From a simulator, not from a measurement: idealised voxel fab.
Documented hereafter: the process module known as voxel self aligned contacts.
This is section cut - it's 160 nm across, gridded in 5 nm square cells.
Heads up, the way a cross-section reads in here is a grid of square cells, handed over as bands from the top down, with every band being one or more rows of cells.
Band: top height; bottom height; in nm. Then, left to right: material with width in nm, for each material. "all across": a single material spanning edge to edge. "empty": empty space.
Counting heights begins at 0, where everything beneath is, in the wafer as received, one material. The lowest band has no bottom; it goes on downwards, as "0 nm and below" shows.
You'd read "30..40" like this: the band's top row of cells is as wide as the first number, its bottom row is as wide as the second, and going down, every row changes width by the same amount as the row before did.
For the purposes of this document, the phrase "left unchanged" attached to a step denotes that no cell within the cross-section was modified by that step.
Look at "Cavities, closed" for the closed voids: empty spaces with no open path to the top, sized 8 cells or up. Each is width x height at distance, distance from the left edge, all nm.
Formally, on a step line, whatever follows the settings is a remark that the simulator itself makes on the step.
The setting "overlay nm" may be written on the line of a step. When the step uses a mask, the value reports how far to the right of the planned place the mask lay, and a negative value reports that it lay to the left.
INTENDED PROCESS STEPS
1 RECEIVE, material Si
2 OXIDIZE, depth nm 5
3 DIRECTIONAL_DEP, material polySi, thk nm 25
4 DIRECTIONAL_DEP, material SiN, thk nm 20
5 DIRECTIONAL_DEP, material aC, thk nm 10
6 PATTERN, tone cover, mask id GATE, material resist, width nm 30, pitch nm 75, thk nm 25, overlay nm 0
7 DIRECTIONAL_ETCH, etch materials aC, depth nm 10
8 STRIP, etch materials resist
9 DIRECTIONAL_ETCH, etch materials SiN, depth nm 20
10 DIRECTIONAL_ETCH, etch materials polySi, depth nm 25
11 STRIP, etch materials aC
12 CONFORMAL_DEP, material SiN, thk nm 10
13 DIRECTIONAL_ETCH, etch materials SiN, depth nm 10
14 FILL_DEP, material SiO2, thk nm 15
15 CMP, height nm 50
16 DIRECTIONAL_DEP, material aC, thk nm 15
17 PATTERN, tone open, mask id CONTACT, material resist, width nm 55, thk nm 35, overlay nm 0
18 DIRECTIONAL_ETCH, etch materials aC, depth nm 15
19 STRIP, etch materials resist
20 DIRECTIONAL_ETCH, etch materials SiO2, depth nm 55
21 STRIP, etch materials aC
22 CONFORMAL_DEP, material TiN, thk nm 5
23 FILL_DEP, material Ru, thk nm 10
24 CMP, height nm 50
25 CONFORMAL_DEP, material SiCN, thk nm 5
CROSS-SECTION, INCOMING MATERIAL, AFTER STEP 1
* 0 nm and below = Si all across
* Cavities, closed: none
FIRST WAFER AT THE END, AS PLANNED
* 55 nm to 50 nm = SiCN all across
* 50 nm to 45 nm = SiO2=50; TiN=20; Ru=15; TiN=20; SiO2=55
* 45 nm to 25 nm = SiO2=15; SiN=50; TiN=5; Ru=15; TiN=5; SiN=50; SiO2=20
* 25 nm to 0 nm = SiO2=15; SiN=10; polySi=30; SiN=10; TiN=5; Ru=15; TiN=5; SiN=10; polySi=30; SiN=10; SiO2=20
* 0 nm to -5 nm = SiO2=65; TiN=25; SiO2=70
* -5 nm and below = Si all across
* Cavities, closed: none
CROSS-SECTION AT END OF MODULE FOR THE SECOND WAFER OF TWO, WHICH MATCHED THE FIRST IN STARTING POINT AND PLAN AND DIFFERED BY ONE MISTAKE IN ITS PROCESSING
* 55 nm to 50 nm = SiCN all across
* 50 nm to 45 nm = SiO2=50; TiN=10; Ru=15; TiN=30; SiO2=55
* 45 nm to 25 nm = SiO2=5; SiN=50; TiN=5; Ru=15; TiN=5; SiN=50; SiO2=30
* 25 nm to 0 nm = SiO2=5; SiN=10; polySi=30; SiN=10; TiN=5; Ru=15; TiN=5; SiN=10; polySi=30; SiN=10; SiO2=30
* 0 nm to -5 nm = SiO2=55; TiN=25; SiO2=80
* -5 nm and below = Si all across
* Cavities, closed: none
Here's what went sideways: for step 6, the planned setting was not used; the step was instead run as PATTERN, tone cover, mask id GATE, material resist, width nm 30, pitch nm 75, thk nm 25, overlay nm -10
Heads up: at the end the two wafers have identical cell counts per material, they're just laid out differently.
